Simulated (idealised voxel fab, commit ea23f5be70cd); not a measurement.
process module | voxel spacer lines
cross-section cut | 235 nm wide | cells 5 nm
A cross-section is a grid of square cells, given in bands from the top down. A band is one or more rows of cells.
Each band's line starts with the height of the band's top and of its bottom, in nm. Then come its materials from left to right, each with its width in nm. One material with "throughout" fills the band from edge to edge. "air" is empty space.
Height 0 is the level under which the wafer as received is all one material. The lowest band goes on downwards, as in "0 down".
A width such as "30 to 40" changes by the same amount from each row of cells to the next, from the band's top row to its bottom row.
"no change" after a step means that no cell of the cross-section changed.
closed voids: empty space of 8 cells or more with no open way to the top, each as width x height at its distance from the left edge, in nm
after a step's settings: what the simulator itself notes on the step
overlay nm, on a step with a mask: how far to the right of its planned place the mask lay; to the left if negative
plan
1 op RECEIVE | material Si
2 op CONFORMAL_DEP | material Al2O3 | thk nm 5
3 op DIRECTIONAL_DEP | material W | thk nm 10
4 op DIRECTIONAL_DEP | material aC | thk nm 25
5 op PATTERN | tone cover | mask id MANDREL | material resist | width nm 15 | pitch nm 60 | thk nm 35 | overlay nm 0
6 op DIRECTIONAL_ETCH | etch materials aC | depth nm 25
7 op STRIP | etch materials resist
8 op CONFORMAL_DEP | material SiO2 | thk nm 15
9 op DIRECTIONAL_ETCH | etch materials SiO2 | depth nm 15
10 op STRIP | etch materials aC
11 op DIRECTIONAL_ETCH | etch materials W | depth nm 10
12 op STRIP | etch materials SiO2
13 op FILL_DEP | material lowk | thk nm 10
14 op CMP | height nm 15
first wafer, as planned
as received, after step 1
  0 down: Si throughout
  closed voids: none
after step 2
  5 to 0: Al2O3 throughout
  below 0: unchanged
after step 3
  15 to 5: W throughout
  below 5: unchanged
after step 4
  40 to 15: aC throughout
  below 15: unchanged
after step 5
  75 to 40: air 50 | resist 15 | air 45 | resist 15 | air 45 | resist 15 | air 50
  below 40: unchanged
after step 6
  50 to 40: air 50 | resist 15 | air 45 | resist 15 | air 45 | resist 15 | air 50
  40 to 15: air 50 | aC 15 | air 45 | aC 15 | air 45 | aC 15 | air 50
  below 15: unchanged
after step 7
  40 to 15: air 50 | aC 15 | air 45 | aC 15 | air 45 | aC 15 | air 50
  below 15: unchanged
after step 8
  55 to 40: air 35 | SiO2 45 | air 15 | SiO2 45 | air 15 | SiO2 45 | air 35
  40 to 30: air 35 | SiO2 15 | aC 15 | SiO2 15 | air 15 | SiO2 15 | aC 15 | SiO2 15 | air 15 | SiO2 15 | aC 15 | SiO2 15 | air 35
  30 to 15: SiO2 50 | aC 15 | SiO2 45 | aC 15 | SiO2 45 | aC 15 | SiO2 50
  below 15: unchanged
after step 9
  40 to 15: air 35 | SiO2 15 | aC 15 | SiO2 15 | air 15 | SiO2 15 | aC 15 | SiO2 15 | air 15 | SiO2 15 | aC 15 | SiO2 15 | air 35
  below 15: unchanged
after step 10
  40 to 15: air 35 | SiO2 15 | air 15 | SiO2 15 | air 15 | SiO2 15 | air 15 | SiO2 15 | air 15 | SiO2 15 | air 15 | SiO2 15 | air 35
  below 15: unchanged
after step 11
  40 to 15: air 35 | SiO2 15 | air 15 | SiO2 15 | air 15 | SiO2 15 | air 15 | SiO2 15 | air 15 | SiO2 15 | air 15 | SiO2 15 | air 35
  15 to 5: air 35 | W 15 | air 15 | W 15 | air 15 | W 15 | air 15 | W 15 | air 15 | W 15 | air 15 | W 15 | air 35
  below 5: unchanged
after step 12
  15 to 5: air 35 | W 15 | air 15 | W 15 | air 15 | W 15 | air 15 | W 15 | air 15 | W 15 | air 15 | W 15 | air 35
  below 5: unchanged
after step 13
  25 to 15: lowk throughout
  15 to 5: lowk 35 | W 15 | lowk 15 | W 15 | lowk 15 | W 15 | lowk 15 | W 15 | lowk 15 | W 15 | lowk 15 | W 15 | lowk 35
  below 5: unchanged
after step 14
  15 to 5: lowk 35 | W 15 | lowk 15 | W 15 | lowk 15 | W 15 | lowk 15 | W 15 | lowk 15 | W 15 | lowk 15 | W 15 | lowk 35
  below 5: unchanged
second wafer: like start, like plan, one mistake. Through step 4 it matches the first wafer
when step 5 should have ended
  75 to 40: air 60 | resist 15 | air 45 | resist 15 | air 45 | resist 15 | air 40
  below 40: unchanged
when step 6 should have ended
  50 to 40: air 60 | resist 15 | air 45 | resist 15 | air 45 | resist 15 | air 40
  40 to 15: air 60 | aC 15 | air 45 | aC 15 | air 45 | aC 15 | air 40
  below 15: unchanged
when step 7 should have ended
  40 to 15: air 60 | aC 15 | air 45 | aC 15 | air 45 | aC 15 | air 40
  below 15: unchanged
when step 8 should have ended
  55 to 40: air 45 | SiO2 45 | air 15 | SiO2 45 | air 15 | SiO2 45 | air 25
  40 to 30: air 45 | SiO2 15 | aC 15 | SiO2 15 | air 15 | SiO2 15 | aC 15 | SiO2 15 | air 15 | SiO2 15 | aC 15 | SiO2 15 | air 25
  30 to 15: SiO2 60 | aC 15 | SiO2 45 | aC 15 | SiO2 45 | aC 15 | SiO2 40
  below 15: unchanged
when step 9 should have ended
  40 to 15: air 45 | SiO2 15 | aC 15 | SiO2 15 | air 15 | SiO2 15 | aC 15 | SiO2 15 | air 15 | SiO2 15 | aC 15 | SiO2 15 | air 25
  below 15: unchanged
when step 10 should have ended
  40 to 15: air 45 | SiO2 15 | air 15 | SiO2 15 | air 15 | SiO2 15 | air 15 | SiO2 15 | air 15 | SiO2 15 | air 15 | SiO2 15 | air 25
  below 15: unchanged
when step 11 should have ended
  40 to 15: air 45 | SiO2 15 | air 15 | SiO2 15 | air 15 | SiO2 15 | air 15 | SiO2 15 | air 15 | SiO2 15 | air 15 | SiO2 15 | air 25
  15 to 5: air 45 | W 15 | air 15 | W 15 | air 15 | W 15 | air 15 | W 15 | air 15 | W 15 | air 15 | W 15 | air 25
  below 5: unchanged
when step 12 should have ended
  15 to 5: air 45 | W 15 | air 15 | W 15 | air 15 | W 15 | air 15 | W 15 | air 15 | W 15 | air 15 | W 15 | air 25
  below 5: unchanged
when step 13 should have ended
  25 to 15: lowk throughout
  15 to 5: lowk 45 | W 15 | lowk 15 | W 15 | lowk 15 | W 15 | lowk 15 | W 15 | lowk 15 | W 15 | lowk 15 | W 15 | lowk 25
  below 5: unchanged
when step 14 should have ended
  15 to 5: lowk 45 | W 15 | lowk 15 | W 15 | lowk 15 | W 15 | lowk 15 | W 15 | lowk 15 | W 15 | lowk 15 | W 15 | lowk 25
  below 5: unchanged
what went wrong: step 5 ran as: op PATTERN | tone cover | mask id MANDREL | material resist | width nm 15 | pitch nm 60 | thk nm 35 | overlay nm 10
at the end the second wafer has, in cells: as many of each material as the first, in other places
